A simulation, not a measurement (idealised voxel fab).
Process module heading - voxel self aligned contacts
Xsec cut, 285 nm wide, square cell size 5 nm.
How to read a cross-section here: the picture is a grid of square cells, written as bands going from the top down, and any band can span one or more rows of cells. For a band, the entry starts with two heights in nm, that of the top and then that of the bottom, and carries on with the band's materials in order from left to right, each alongside its width in nm; the word "edge to edge" beside a single material means it fills the band edge to edge, and "empty" means empty space. Basically, 0 is our baseline, since under it the wafer straight out of the box is all one material. The bottom band has no lower end and keeps on going down, so it looks like "0 and below". So if you see something like "30 to 40" for the width, read it as the top row of the band sitting at the first number and the bottom row at the second, with every row in between moving by the same amount as the last. "all unchanged", as given for a step, is the statement that not any cell of the cross-section underwent a change during that step. You'll see "Entrapped void list" listing empty spaces that have no way open to the top, as long as they're 8 cells or more; the notation is width x height at distance, where the distance is from the left edge, and all of it is in nm. What comes after the settings on a step's line is commentary from the simulator itself on that step. overlay nm: for a step with a mask, the amount by which the mask lay right of where it was planned; a negative amount means left of it.

**The process steps that were planned are listed below**
step 1: RECEIVE,material Si
step 2: OXIDIZE,depth nm 5
step 3: DIRECTIONAL_DEP,material polySi,thk nm 30
step 4: DIRECTIONAL_DEP,material SiN,thk nm 20
step 5: MASKED_ETCH,tone cover,mask id GATE,width nm 25,pitch nm 70,etch materials SiN,depth nm 20,overlay nm 0
step 6: MASKED_ETCH,tone cover,mask id GATE,width nm 25,pitch nm 70,etch materials polySi,depth nm 30,overlay nm 0
step 7: CONFORMAL_DEP,material SiN,thk nm 10
step 8: DIRECTIONAL_ETCH,etch materials SiN,depth nm 10
step 9: FILL_DEP,material SiO2,thk nm 20
step 10: CMP,height nm 60
step 11: DIRECTIONAL_DEP,material aC,thk nm 10
step 12: PATTERN,tone open,mask id CONTACT,material resist,width nm 55,pitch nm 70,thk nm 30,overlay nm 0
step 13: DIRECTIONAL_ETCH,etch materials aC,depth nm 10
step 14: STRIP,etch materials resist
step 15: DIRECTIONAL_ETCH,etch materials SiO2,depth nm 65
step 16: STRIP,etch materials aC
step 17: CONFORMAL_DEP,material TiN,thk nm 5
step 18: FILL_DEP,material W,thk nm 10
step 19: CMP,height nm 60
step 20: CONFORMAL_DEP,material SiN,thk nm 5

**Cross-section, incoming material, after step 1**
	0 and below | Si edge to edge
	Entrapped void list: none

**What the wafer looks like in cross-section after this module, when it starts as shown above and follows the plan above but one mistake is made in running it**
	65 down to 60 | SiN edge to edge
	60 down to 50 | SiO2 (80) | TiN (5 to 15) | W (45 to 25) | TiN (5 to 15) | SiO2 (15) | TiN (5 to 15) | W (45 to 25) | TiN (5 to 15) | SiO2 (80)
	50 down to 35 | SiO2 (55) | SiN (35) | TiN (5) | W (25) | TiN (5) | SiN (35) | TiN (5) | W (25) | TiN (5) | SiN (35) | SiO2 (55)
	35 down to 30 | SiO2 (55) | SiN (35) | TiN (10) | W (15) | TiN (10) | SiN (35) | TiN (10) | W (15) | TiN (10) | SiN (35) | SiO2 (55)
	30 down to 0 | SiO2 (50) | SiN (10) | polySi (25) | SiN (10) | TiN (5) | W (15) | TiN (5) | SiN (10) | polySi (25) | SiN (10) | TiN (5) | W (15) | TiN (5) | SiN (10) | polySi (25) | SiN (10) | SiO2 (50)
	0 down to -5 | SiO2 (95) | TiN (25) | SiO2 (45) | TiN (25) | SiO2 (95)
	-5 and below | Si edge to edge
	Entrapped void list: none
what went wrong: step 5 deviated from plan and actually ran as MASKED_ETCH,tone cover,mask id GATE,width nm 15,pitch nm 70,etch materials SiN,depth nm 20,overlay nm 0
